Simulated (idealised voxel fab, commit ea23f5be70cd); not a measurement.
Title: Process Module voxel wiring stack
The figure presents cross-section cut, which has a width of 225 nm and is divided into square cells with an edge length of 5 nm.
When this document writes out a cross-section, it uses a grid of square cells and lists it as bands, beginning at the top and moving down, with a band standing for one or more rows of cells.
Per band: top height and bottom height in nm, followed by the left-to-right materials and their widths in nm; "full width" marks a single material spanning edge to edge, "air" marks empty space.
Zero point of the height axis is 0; under it, received wafer = one material. Lowest band: continues down indefinitely, "0 nm and below".
A width such as "30->40" changes by the same amount from each row of cells to the next, from the band's top row to its bottom row.
Any step labelled "remains unaltered" changed none of the cells in the cross-section.
"Sealed void list" enumerates empty spaces isolated from the top, with no open way to it, that contain at least 8 cells, giving each as width x height at distance from the left edge, all three in nm.
after a step's settings: what the simulator itself notes on the step
overlay nm: step with mask; distance mask lay right of planned place; negative value = left of planned place.
[Planned process steps]
1. RECEIVE: material Si
2. CONFORMAL_DEP: material SiO2, thk nm 15
3. CONFORMAL_DEP: material SiN, thk nm 5
4. DIRECTIONAL_DEP: material lowk, thk nm 20
5. MASKED_ETCH: tone open, mask id METAL_1, width nm 25, pitch nm 55, etch materials lowk, depth nm 20, overlay nm 0
6. MASKED_ETCH: tone open, mask id METAL_1, width nm 25, pitch nm 55, etch materials SiN, depth nm 5, overlay nm 0
7. CONFORMAL_DEP: material TiN, thk nm 5
8. FILL_DEP: material Cu, thk nm 5
9. CMP: height nm 40
10. EPI: material Ru, thk nm 5
11. FILL_DEP: material SiCN, thk nm 5
12. DIRECTIONAL_DEP: material SiO2, thk nm 20
13. MASKED_ETCH: tone open, mask id PLUG_1, width nm 15, etch materials SiO2, depth nm 20, overlay nm 0
14. MASKED_ETCH: tone open, mask id PLUG_1, width nm 15, etch materials SiCN, depth nm 5, overlay nm 0
15. CONFORMAL_DEP: material TiN, thk nm 5
16. FILL_DEP: material Cu, thk nm 5
17. CMP: height nm 70
18. DIRECTIONAL_DEP: material TiN, thk nm 5
19. DIRECTIONAL_DEP: material W, thk nm 25
20. DIRECTIONAL_DEP: material aC, thk nm 10
21. PATTERN: tone cover, mask id METAL_2, material resist, width nm 25, pitch nm 55, thk nm 30, overlay nm 0
22. DIRECTIONAL_ETCH: etch materials aC, depth nm 10
23. STRIP: etch materials resist
24. DIRECTIONAL_ETCH: etch materials W, depth nm 25
25. DIRECTIONAL_ETCH: etch materials TiN, depth nm 5
26. STRIP: etch materials aC
27. FILL_DEP: material lowk, thk nm 5
28. CMP: height nm 100
29. CONFORMAL_DEP: material SiCN, thk nm 5
30. DIRECTIONAL_DEP: material lowk, thk nm 30
31. PATTERN: tone open, mask id METAL_3, material resist, width nm 25, pitch nm 55, thk nm 20, overlay nm 0
32. DIRECTIONAL_ETCH: etch materials lowk, depth nm 15
33. STRIP: etch materials resist
34. MASKED_ETCH: tone open, mask id METAL_3_HOLES, width nm 15, etch materials lowk, depth nm 15, overlay nm 0
35. MASKED_ETCH: tone open, mask id METAL_3_HOLES, width nm 15, etch materials SiCN, depth nm 5, overlay nm 0
36. CONFORMAL_DEP: material TiN, thk nm 5
37. FILL_DEP: material Cu, thk nm 5
38. CMP: height nm 135
39. CONFORMAL_DEP: material SiCN, thk nm 5
40. DIRECTIONAL_DEP: material lowk, thk nm 15
41. MASKED_ETCH: tone open, mask id PLUG_3, width nm 15, pitch nm 55, etch materials lowk, depth nm 15, overlay nm 0
42. MASKED_ETCH: tone open, mask id PLUG_3, width nm 15, pitch nm 55, etch materials SiCN, depth nm 5, overlay nm 0
43. EPI: material Ru, thk nm 10
44. EPI: material Ru, thk nm 10
45. CONFORMAL_DEP: material SiN, thk nm 5
46. DIRECTIONAL_DEP: material SiO2, thk nm 15
47. MASKED_ETCH: tone open, mask id METAL_4, width nm 25, pitch nm 55, etch materials SiO2, depth nm 15, overlay nm 0
48. MASKED_ETCH: tone open, mask id METAL_4, width nm 25, pitch nm 55, etch materials SiN, depth nm 5, overlay nm 0
49. CONFORMAL_DEP: material TiN, thk nm 5
50. FILL_DEP: material Ru, thk nm 5
51. CMP: height nm 175
52. CONFORMAL_DEP: material SiN, thk nm 5
[As received (post step 1): cross-section]
* 0 nm and below  Si full width
* Sealed void list: none
[Starting structure and process plan are as shown above, but one mistake was made in running the module; the wafer cross-section at the end of the module follows]
* 180 nm to 175 nm  SiN full width
* 175 nm to 160 nm  SiO2 (70), TiN (5), Ru (15), TiN (5), SiO2 (30), TiN (5), Ru (15), TiN (5), SiO2 (75)
* 160 nm to 155 nm  SiN (70), TiN (25), SiN (30), TiN (25), SiN (75)
* 155 nm to 140 nm  lowk (70), Ru (15), lowk (40), SiN (5), TiN (5), SiN (5), lowk (85)
* 140 nm to 135 nm  SiCN (70), Ru (15), SiCN (40), SiN (5), TiN (5), SiN (5), SiCN (85)
* 135 nm to 130 nm  SiCN (70), TiN (15), SiCN (140)
* 130 nm to 100 nm  lowk full width
* 100 nm to 75 nm  lowk (70), W (25), lowk (30), W (25), lowk (75)
* 75 nm to 70 nm  lowk (70), TiN (25), lowk (30), TiN (25), lowk (75)
* 70 nm to 50 nm  SiO2 (70), TiN (5), Cu (5), TiN (5), SiO2 (140)
* 50 nm to 45 nm  SiCN (70), TiN (15), SiCN (140)
* 45 nm to 40 nm  SiCN (65), Ru (35), SiCN (20), Ru (35), SiCN (70)
* 40 nm to 20 nm  lowk (70), TiN (5), Cu (15), TiN (5), lowk (30), TiN (5), Cu (15), TiN (5), lowk (75)
* 20 nm to 15 nm  SiN (70), TiN (25), SiN (30), TiN (25), SiN (75)
* 15 nm to 0 nm  SiO2 full width
* 0 nm and below  Si full width
* Sealed void list: none
Heads up, the wafer didn't run the way we planned it: contrary to the plan, steps 29 and 30 were processed in exchanged order
